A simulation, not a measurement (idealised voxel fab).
A process module follows: voxel tone inversion.
Cross-section cut spans 190 nm and uses square cells 5 nm in size.
Notation: cross-section as square-cell grid; stated in bands, top first, going down; one or more cell rows per band. A band entry consists of two parts. The first gives the height of the band's top and the height of its bottom, in nm. The rest lists the band's materials from left to right, each with its width in nm. A single material labelled with the word "everywhere" fills the band from edge to edge, and the word "air" marks empty space. Heights are measured from 0, the level below which the as-received wafer is all one material; the lowest band has no bottom and continues downward, written as in "0..down". Note: "30->40" means the width goes from the first number (top row of the band) to the second number (bottom row) in equal steps per row of cells. Given "no change occurred" for a step, no cell of the cross-section differs between before and after that step. Listed in "Closed void entries": every empty space of 8 or more cells without an open way to the top. Form: width x height at distance, the distance being from the left edge, all in nm. Anything after a step's settings on that line? It's the simulator's own note about the step. You can add "overlay nm" to a step's line. For a step with a mask, it describes how far the mask lay to the right of its planned position, and a negative number describes a lay to the left.

# Here's what the planned process steps look like
1: RECEIVE: material Si
2: CONFORMAL_DEP: material SiN, thk nm 5
3: DIRECTIONAL_DEP: material aC, thk nm 20
4: PATTERN: tone cover, mask id POSTS, material resist, width nm 25, pitch nm 50, thk nm 30, overlay nm 0
5: DIRECTIONAL_ETCH: etch materials aC, depth nm 20
6: STRIP: etch materials resist
7: FILL_DEP: material lowk, thk nm 10
8: CMP: height nm 25
9: STRIP: etch materials aC
10: CONFORMAL_DEP: material TiN, thk nm 5
11: FILL_DEP: material W, thk nm 10
12: CMP: height nm 25
13: CONFORMAL_DEP: material SiCN, thk nm 5

# Cross-section of the wafer at receipt, which is the condition after step 1
* 0..down  Si everywhere
* Closed void entries: none

# first wafer at the end, as planned
* 30..25  SiCN everywhere
* 25..10  55 nm lowk, 5 nm TiN, 15 nm W, 5 nm TiN, 25 nm lowk, 5 nm TiN, 15 nm W, 5 nm TiN, 60 nm lowk
* 10..5  55 nm lowk, 25 nm TiN, 25 nm lowk, 25 nm TiN, 60 nm lowk
* 5..0  SiN everywhere
* 0..down  Si everywhere
* Closed void entries: none

# Cross-section, second wafer: same start as the first, same plan as the first, one mistake in running it; taken at the end of the module
* 30..25  SiCN everywhere
* 25..10  50 nm W, 5 nm TiN, 25 nm lowk, 5 nm TiN, 15 nm W, 5 nm TiN, 25 nm lowk, 5 nm TiN, 55 nm W
* 10..5  55 nm TiN, 25 nm lowk, 25 nm TiN, 25 nm lowk, 60 nm TiN
* 5..0  SiN everywhere
* 0..down  Si everywhere
* Closed void entries: none
So what did we get wrong on this run? contrary to plan, step 4 was performed as PATTERN: tone open, mask id POSTS, material resist, width nm 25, pitch nm 50, thk nm 30, overlay nm 0
Materials where the second wafer ends with more or fewer cells than the first: TiN +18 | W +54 | lowk -72
